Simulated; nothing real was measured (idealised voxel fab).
Process module name: voxel wiring stack
Section cut is 255 nm wide and gridded with 5 nm square cells.
For the purposes of this document, a cross-section shall be understood as a grid of square cells, specified as bands listed in top-to-bottom order, each band consisting of one or more rows of cells.
For a band, the entry starts with two heights in nm, that of the top and then that of the bottom, and carries on with the band's materials in order from left to right, each alongside its width in nm; the word "all across" beside a single material means it fills the band edge to edge, and "blank" means empty space.
A quick word on heights: they are counted from 0, and under that level the wafer as it came to us is one material throughout. The lowest band is different from the rest in having no bottom; it simply continues downward, written as in "0..down".
Width: "30..40" (first number = top row, second number = bottom row, same change from row to row of cells).
Where the words "no change occurred" appear for a step, the cross-section shows no cell changed by that step; every cell remained as before.
Reported under the label "Closed-off voids" are the empty spaces having no open way to the top and comprising 8 cells or more; the notation for each is width x height at distance, in which the distance is measured from the left edge and all three values are in nm.
Past the settings on a step's line: simulator remark, on that step.
A step's line can hold "overlay nm"; with a mask on that step, the setting says how far right of the planned place the mask lay, while a negative setting says it lay to the left.

### Process steps - plan
| 1 | RECEIVE (material Si) |
| 2 | CONFORMAL_DEP (material SiO2; thk nm 15) |
| 3 | DIRECTIONAL_DEP (material TiN; thk nm 5) |
| 4 | DIRECTIONAL_DEP (material Ru; thk nm 25) |
| 5 | MASKED_ETCH (tone cover; mask id METAL_1; width nm 25; pitch nm 40; etch materials Ru; depth nm 25; overlay nm 0) |
| 6 | MASKED_ETCH (tone cover; mask id METAL_1; width nm 25; pitch nm 40; etch materials TiN; depth nm 5; overlay nm 0) |
| 7 | FILL_DEP (material SiO2; thk nm 10) |
| 8 | CMP (height nm 45) |
| 9 | CONFORMAL_DEP (material SiCN; thk nm 5) |
| 10 | DIRECTIONAL_DEP (material lowk; thk nm 15) |
| 11 | PATTERN (tone open; mask id PLUG_1; material resist; width nm 15; pitch nm 40; thk nm 15; overlay nm 0) |
| 12 | DIRECTIONAL_ETCH (etch materials lowk; depth nm 15) |
| 13 | DIRECTIONAL_ETCH (etch materials SiCN; depth nm 5) |
| 14 | STRIP (etch materials resist) |
| 15 | EPI (material Ru; thk nm 10) |
| 16 | EPI (material Ru; thk nm 10) |
| 17 | DIRECTIONAL_DEP (material TiN; thk nm 5) |
| 18 | DIRECTIONAL_DEP (material Ru; thk nm 20) |
| 19 | PATTERN (tone cover; mask id METAL_2; material resist; width nm 25; pitch nm 40; thk nm 20; overlay nm 0) |
| 20 | DIRECTIONAL_ETCH (etch materials Ru; depth nm 20) |
| 21 | DIRECTIONAL_ETCH (etch materials TiN; depth nm 5) |
| 22 | STRIP (etch materials resist) |
| 23 | FILL_DEP (material lowk; thk nm 10) |
| 24 | CMP (height nm 90) |
| 25 | CONFORMAL_DEP (material SiN; thk nm 5) |

### Wafer at receipt (post step 1), cross-section
0..down | Si all across
Closed-off voids: none

### First of two wafers: cross-section at end of module, run per plan
95..90 | SiN all across
90..70 | 95 lowk, 25 Ru, 15 lowk, 25 Ru, 95 lowk
70..65 | 95 lowk, 25 TiN, 15 lowk, 25 TiN, 95 lowk
65..50 | 95 lowk, 15 Ru, 25 lowk, 15 Ru, 105 lowk
50..45 | 95 SiCN, 15 Ru, 25 SiCN, 15 Ru, 105 SiCN
45..20 | 95 SiO2, 25 Ru, 15 SiO2, 25 Ru, 95 SiO2
20..15 | 95 SiO2, 25 TiN, 15 SiO2, 25 TiN, 95 SiO2
15..0 | SiO2 all across
0..down | Si all across
Closed-off voids: none

### This is the second of the two wafers, cross-sectioned at the end of the module; it started exactly like the first and was given the same plan, but it was run with one mistake
95..90 | SiN all across
90..70 | 95 lowk, 25 Ru, 15 lowk, 25 Ru, 95 lowk
70..65 | 95 lowk, 25 TiN, 15 lowk, 25 TiN, 95 lowk
65..50 | 95 lowk, 15 Ru, 25 lowk, 15 Ru, 105 lowk
50..45 | 95 SiCN, 15 Ru, 25 SiCN, 15 Ru, 105 SiCN
45..20 | 90 SiO2, 25 Ru, 15 SiO2, 25 Ru, 100 SiO2
20..15 | 90 SiO2, 30 TiN, 10 SiO2, 30 TiN, 95 SiO2
15..0 | SiO2 all across
0..down | Si all across
Closed-off voids: none
What was done differently from what was planned? step 5 did not happen as planned, as run it was MASKED_ETCH (tone cover; mask id METAL_1; width nm 25; pitch nm 40; etch materials Ru; depth nm 25; overlay nm -5)
Per the end-of-run cell counts, the second wafer holds more or fewer of some materials than the first: 2 fewer of SiO2, 2 more of TiN
